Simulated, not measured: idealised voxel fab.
process module | voxel capacitor over wiring
cross-section cut | 205 nm wide | cells 5 nm
A cross-section is a grid of square cells, given in bands from the top down. A band is one or more rows of cells.
Each band's line starts with the height of the band's top and of its bottom, in nm. Then come its materials from left to right, each with its width in nm. One material with "throughout" fills the band from edge to edge. "air" is empty space.
Height 0 is the level under which the wafer as received is all one material. The lowest band goes on downwards, as in "0 down".
A width such as "30 to 40" changes by the same amount from each row of cells to the next, from the band's top row to its bottom row.
"no change" after a step means that no cell of the cross-section changed.
closed voids: empty space of 8 cells or more with no open way to the top, each as width x height at its distance from the left edge, in nm
after a step's settings: what the simulator itself notes on the step
overlay nm, on a step with a mask: how far to the right of its planned place the mask lay; to the left if negative
plan
1 op RECEIVE | material Si
2 op CONFORMAL_DEP | material SiO2 | thk nm 10
3 op CONFORMAL_DEP | material SiCN | thk nm 5
4 op DIRECTIONAL_DEP | material lowk | thk nm 25
5 op MASKED_ETCH | tone open | mask id METAL_1 | width nm 25 | pitch nm 90 | etch materials lowk | depth nm 25 | overlay nm 0
6 op MASKED_ETCH | tone open | mask id METAL_1 | width nm 25 | pitch nm 90 | etch materials SiCN | depth nm 5 | overlay nm 0
7 op CONFORMAL_DEP | material TiN | thk nm 5
8 op FILL_DEP | material Cu | thk nm 5
9 op CMP | height nm 40
10 op CONFORMAL_DEP | material SiCN | thk nm 5
11 op DIRECTIONAL_DEP | material lowk | thk nm 10
12 op MASKED_ETCH | tone open | mask id PLUG_1 | width nm 15 | etch materials lowk | depth nm 10 | overlay nm 0
13 op MASKED_ETCH | tone open | mask id PLUG_1 | width nm 15 | etch materials SiCN | depth nm 5 | overlay nm 0
14 op CONFORMAL_DEP | material TiN | thk nm 5
15 op FILL_DEP | material Ru | thk nm 5
16 op CMP | height nm 55
17 op DIRECTIONAL_DEP | material TiN | thk nm 10
18 op DIRECTIONAL_DEP | material SiN | thk nm 5
19 op DIRECTIONAL_DEP | material TiN | thk nm 10
20 op PATTERN | tone cover | mask id UPPER_PLATE | material resist | width nm 70 | thk nm 15 | overlay nm 0
21 op DIRECTIONAL_ETCH | etch materials TiN | depth nm 10
22 op DIRECTIONAL_ETCH | etch materials SiN | depth nm 5
23 op STRIP | etch materials resist
24 op PATTERN | tone cover | mask id LOWER_PLATE | material resist | width nm 80 | thk nm 20 | overlay nm 0
25 op DIRECTIONAL_ETCH | etch materials TiN | depth nm 10
26 op STRIP | etch materials resist
27 op FILL_DEP | material SiO2 | thk nm 20
28 op CMP | height nm 95
29 op PATTERN | tone open | mask id PLUG_2 | material resist | width nm 15 | thk nm 20 | overlay nm 0
30 op DIRECTIONAL_ETCH | etch materials SiO2 | depth nm 15
31 op STRIP | etch materials resist
32 op CONFORMAL_DEP | material TiN | thk nm 5
33 op FILL_DEP | material Ru | thk nm 10
34 op CMP | height nm 95
35 op CONFORMAL_DEP | material SiN | thk nm 5
as received, after step 1
  0 down: Si throughout
  closed voids: none
first wafer at the end, as planned
  100 to 95: SiN throughout
  95 to 85: SiO2 65 | TiN 5 | Ru 5 | TiN 5 | SiO2 125
  85 to 80: SiO2 65 | TiN 15 | SiO2 125
  80 to 70: SiO2 55 | TiN 70 | SiO2 80
  70 to 65: SiO2 55 | SiN 70 | SiO2 80
  65 to 55: SiO2 50 | TiN 80 | SiO2 75
  55 to 45: lowk 55 | TiN 5 | Ru 5 | TiN 5 | lowk 135
  45 to 40: SiCN 55 | TiN 15 | SiCN 135
  40 to 15: lowk 45 | TiN 5 | Cu 15 | TiN 5 | lowk 65 | TiN 5 | Cu 15 | TiN 5 | lowk 45
  15 to 10: SiCN 45 | TiN 25 | SiCN 65 | TiN 25 | SiCN 45
  10 to 0: SiO2 throughout
  0 down: Si throughout
  closed voids: none
second wafer at the end: like start, like plan, one mistake
  100 to 95: SiN throughout
  95 to 85: SiO2 65 | TiN 5 | Ru 5 | TiN 5 | SiO2 125
  85 to 80: SiO2 65 | TiN 15 | SiO2 125
  80 to 70: SiO2 60 | TiN 65 | SiO2 80
  70 to 65: SiO2 55 | SiN 70 | SiO2 80
  65 to 55: SiO2 55 | TiN 85 | SiO2 65
  55 to 45: lowk 55 | TiN 5 | Ru 5 | TiN 5 | lowk 135
  45 to 40: SiCN 55 | TiN 15 | SiCN 135
  40 to 15: lowk 45 | TiN 5 | Cu 15 | TiN 5 | lowk 65 | TiN 5 | Cu 15 | TiN 5 | lowk 45
  15 to 10: SiCN 45 | TiN 25 | SiCN 65 | TiN 25 | SiCN 45
  10 to 0: SiO2 throughout
  0 down: Si throughout
  closed voids: none
what went wrong: step 24 ran as: op PATTERN | tone cover | mask id LOWER_PLATE | material resist | width nm 80 | thk nm 20 | overlay nm 10
at the end the second wafer has, in cells: as many of each material as the first, in other places
